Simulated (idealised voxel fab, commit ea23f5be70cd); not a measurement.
Process module under the name voxel tone inversion
For reference, the cross-section in this document is cut, with width 250 nm and square cells of 5 nm.
Square cells in a grid make up a cross-section in this document, and the grid is given as bands, listed from the top down, each one or more rows of cells. Read a band's entry like this: the first values are the height of its top and the height of its bottom in nm, and what follows is the sequence of materials from left to right, each with its width in nm. Note that "air" is empty space, and that a single material marked "edge to edge" reaches across the band from edge to edge. Height datum 0, below which the as-received substrate wafer is one material. Lowest band open at the bottom, running downward: "0..down". Read "30 to 40" as a graded width: first number on top, second number at the bottom, same change between each pair of neighbouring rows. Where the words "no change" appear for a step, the cross-section shows no cell changed by that step; every cell remained as before. Closed void entries: empty space of 8 cells or more with no open way to the top, each as width x height at its distance from the left edge, in nm. Past the settings on a step's line: simulator remark, on that step. The line of a step may include "overlay nm". On a step with a mask, this value is how far to the right of its planned place the mask lay. A negative value means the mask lay to the left.

[These are the steps we planned for the process]
1: op RECEIVE | material Si
2: op CONFORMAL_DEP | material SiCN | thk nm 5
3: op DIRECTIONAL_DEP | material aC | thk nm 20
4: op PATTERN | tone cover | mask id POSTS | material resist | width nm 15 | pitch nm 35 | thk nm 30 | overlay nm 0
5: op DIRECTIONAL_ETCH | etch materials aC | depth nm 20
6: op STRIP | etch materials resist
7: op FILL_DEP | material lowk | thk nm 10
8: op CMP | height nm 25
9: op STRIP | etch materials aC
10: op CONFORMAL_DEP | material TiN | thk nm 5
11: op FILL_DEP | material W | thk nm 5
12: op CMP | height nm 25
13: op CONFORMAL_DEP | material SiN | thk nm 5

[Run as planned: first of two wafers]

[As-received state of the wafer in cross-section, equivalent to post-step 1]
    0..down | Si edge to edge
    Closed void entries: none

[How the wafer stands in section after step 2]
    5..0 | SiCN edge to edge
    No changes below 0.

[How the wafer stands in section after step 3]
    25..5 | aC edge to edge
    No changes below 5.

[How the wafer stands in section after step 4]
    55..25 | air (65), resist (15), air (20), resist (15), air (20), resist (15), air (20), resist (15), air (65)
    No changes below 25.

[How the wafer stands in section after step 5]
    35..25 | air (65), resist (15), air (20), resist (15), air (20), resist (15), air (20), resist (15), air (65)
    25..5 | air (65), aC (15), air (20), aC (15), air (20), aC (15), air (20), aC (15), air (65)
    No changes below 5.

[How the wafer stands in section after step 6]
    25..5 | air (65), aC (15), air (20), aC (15), air (20), aC (15), air (20), aC (15), air (65)
    No changes below 5.

[How the wafer stands in section after step 7]
    35..25 | lowk edge to edge
    25..5 | lowk (65), aC (15), lowk (20), aC (15), lowk (20), aC (15), lowk (20), aC (15), lowk (65)
    No changes below 5.

[How the wafer stands in section after step 8]
    25..5 | lowk (65), aC (15), lowk (20), aC (15), lowk (20), aC (15), lowk (20), aC (15), lowk (65)
    No changes below 5.

[How the wafer stands in section after step 9]
    25..5 | lowk (65), air (15), lowk (20), air (15), lowk (20), air (15), lowk (20), air (15), lowk (65)
    No changes below 5.

[How the wafer stands in section after step 10]
    30..25 | TiN (70), air (5), TiN (30), air (5), TiN (30), air (5), TiN (30), air (5), TiN (70)
    25..10 | lowk (65), TiN (5), air (5), TiN (5), lowk (20), TiN (5), air (5), TiN (5), lowk (20), TiN (5), air (5), TiN (5), lowk (20), TiN (5), air (5), TiN (5), lowk (65)
    10..5 | lowk (65), TiN (15), lowk (20), TiN (15), lowk (20), TiN (15), lowk (20), TiN (15), lowk (65)
    No changes below 5.

[How the wafer stands in section after step 11]
    35..30 | W edge to edge
    30..25 | TiN (70), W (5), TiN (30), W (5), TiN (30), W (5), TiN (30), W (5), TiN (70)
    25..10 | lowk (65), TiN (5), W (5), TiN (5), lowk (20), TiN (5), W (5), TiN (5), lowk (20), TiN (5), W (5), TiN (5), lowk (20), TiN (5), W (5), TiN (5), lowk (65)
    No changes below 10.

[How the wafer stands in section after step 12]
    25..10 | lowk (65), TiN (5), W (5), TiN (5), lowk (20), TiN (5), W (5), TiN (5), lowk (20), TiN (5), W (5), TiN (5), lowk (20), TiN (5), W (5), TiN (5), lowk (65)
    No changes below 10.

[How the wafer stands in section after step 13]
    30..25 | SiN edge to edge
    No changes below 25.

[The remaining wafer, second of the two, started like the first and was run to the same plan, except that one mistake was made along the way; the two coincide through step 1, inclusive]

[X-section, second wafer, when step 2 was due to finish]
    20..0 | aC edge to edge
    No changes below 0.

[X-section, second wafer, when step 3 was due to finish]
    25..20 | SiCN edge to edge
    No changes below 20.

[X-section, second wafer, when step 4 was due to finish]
    55..25 | air (65), resist (15), air (20), resist (15), air (20), resist (15), air (20), resist (15), air (65)
    No changes below 25.

[X-section, second wafer, when step 5 was due to finish]
    35..25 | air (65), resist (15), air (20), resist (15), air (20), resist (15), air (20), resist (15), air (65)
    No changes below 25.

[X-section, second wafer, when step 6 was due to finish]
    25..20 | SiCN edge to edge
    No changes below 20.

[X-section, second wafer, when step 7 was due to finish]
    35..25 | lowk edge to edge
    No changes below 25.

[X-section, second wafer, when step 8 was due to finish]
    25..20 | SiCN edge to edge
    No changes below 20.

X-section, second wafer, when step 9 was due to finish: no change

[X-section, second wafer, when step 10 was due to finish]
    30..25 | TiN edge to edge
    No changes below 25.

[X-section, second wafer, when step 11 was due to finish]
    35..30 | W edge to edge
    No changes below 30.

[X-section, second wafer, when step 12 was due to finish]
    25..20 | SiCN edge to edge
    No changes below 20.

[X-section, second wafer, when step 13 was due to finish]
    30..25 | SiN edge to edge
    No changes below 25.
Plan not followed: plan vs actual: 2 and 3 interchanged
Wafer comparison, final, in cells, second relative to first, materials more or fewer: 36 fewer of TiN | 12 fewer of W | 200 more of aC | 152 fewer of lowk
